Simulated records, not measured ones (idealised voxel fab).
Title: Process Module voxel plated lines
The width of the displayed cross-section, cut, is 240 nm; its cells are square, with a size of 5 nm.
A cross-section is written here as square cells arranged in a grid, and it is given in bands from the top down, each band taking up one or more rows of cells.
Within each band entry, the heights of the top and of the bottom of the band appear first, in that order and in nm; the materials of the band then follow from left to right, each with its corresponding width in nm. The designation "edge to edge" on a single material indicates that it fills the band from edge to edge; the designation "blank" indicates empty space.
For the purposes of this specification, 0 denotes the height below which the wafer in its as-received condition is composed wholly of one material, and the lowermost band, lacking a lower limit, extends downward without end, as expressed in "0 and below".
Width spec "30..40" -> top row of cells at first value, bottom row at second value, equal per-row change in between.
Key: "everything unchanged" - step with no changed cell in the cross-section.
Any empty space of 8 cells or more lacking an open way to the top shows up in "Closed void listing" as width x height at distance, distance from the left edge, in nm.
On each step's line, the part that comes after the settings is the simulator's own comment on the step.
overlay nm: where the mask lay relative to plan, measured to the right, on steps with a mask; negatives go left.
This section lists the process steps that were planned:
| 1 | RECEIVE (material Si) |
| 2 | CONFORMAL_DEP (material SiN; thk nm 5) |
| 3 | DIRECTIONAL_DEP (material TiN; thk nm 5) |
| 4 | PATTERN (tone open; mask id LINES; material resist; width nm 15; pitch nm 35; thk nm 35; overlay nm 0) |
| 5 | EPI (material Ru; thk nm 5) |
| 6 | EPI (material Ru; thk nm 5) |
| 7 | EPI (material Ru; thk nm 10) |
| 8 | STRIP (etch materials resist) |
| 9 | DIRECTIONAL_ETCH (etch materials TiN; depth nm 5) |
| 10 | CONFORMAL_DEP (material SiCN; thk nm 5) |
This is the cross-section of the wafer as we received it, i.e. after step 1:
    0 and below = Si edge to edge
    Closed void listing: none
First of two wafers at the end of the module, shown in cross-section; run carried out as planned:
    35 down to 30 = 90 nm blank | 25 nm SiCN | 10 nm blank | 25 nm SiCN | 90 nm blank
    30 down to 10 = 90 nm blank | 5 nm SiCN | 15 nm Ru | 5 nm SiCN | 10 nm blank | 5 nm SiCN | 15 nm Ru | 5 nm SiCN | 90 nm blank
    10 down to 5 = 95 nm SiCN | 15 nm TiN | 20 nm SiCN | 15 nm TiN | 95 nm SiCN
    5 down to 0 = SiN edge to edge
    0 and below = Si edge to edge
    Closed void listing: none
Module end: cross-section of wafer two of two. Same start and process plan as the first wafer. One mistake during execution:
    35 down to 30 = 90 nm blank | 30 nm SiCN | 5 nm blank | 30 nm SiCN | 85 nm blank
    30 down to 10 = 90 nm blank | 5 nm SiCN | 20 nm Ru | 5 nm SiCN | 5 nm blank | 5 nm SiCN | 20 nm Ru | 5 nm SiCN | 85 nm blank
    10 down to 5 = 95 nm SiCN | 20 nm TiN | 15 nm SiCN | 20 nm TiN | 90 nm SiCN
    5 down to 0 = SiN edge to edge
    0 and below = Si edge to edge
    Closed void listing: none
Misprocessing identified: so step 4 ended up running with a different setting than we planned, it ran as PATTERN (tone open; mask id LINES; material resist; width nm 20; pitch nm 35; thk nm 35; overlay nm 0)
Final wafer comparison in cells, second versus first, more or fewer per material: 8 more of Ru, 2 more of TiN
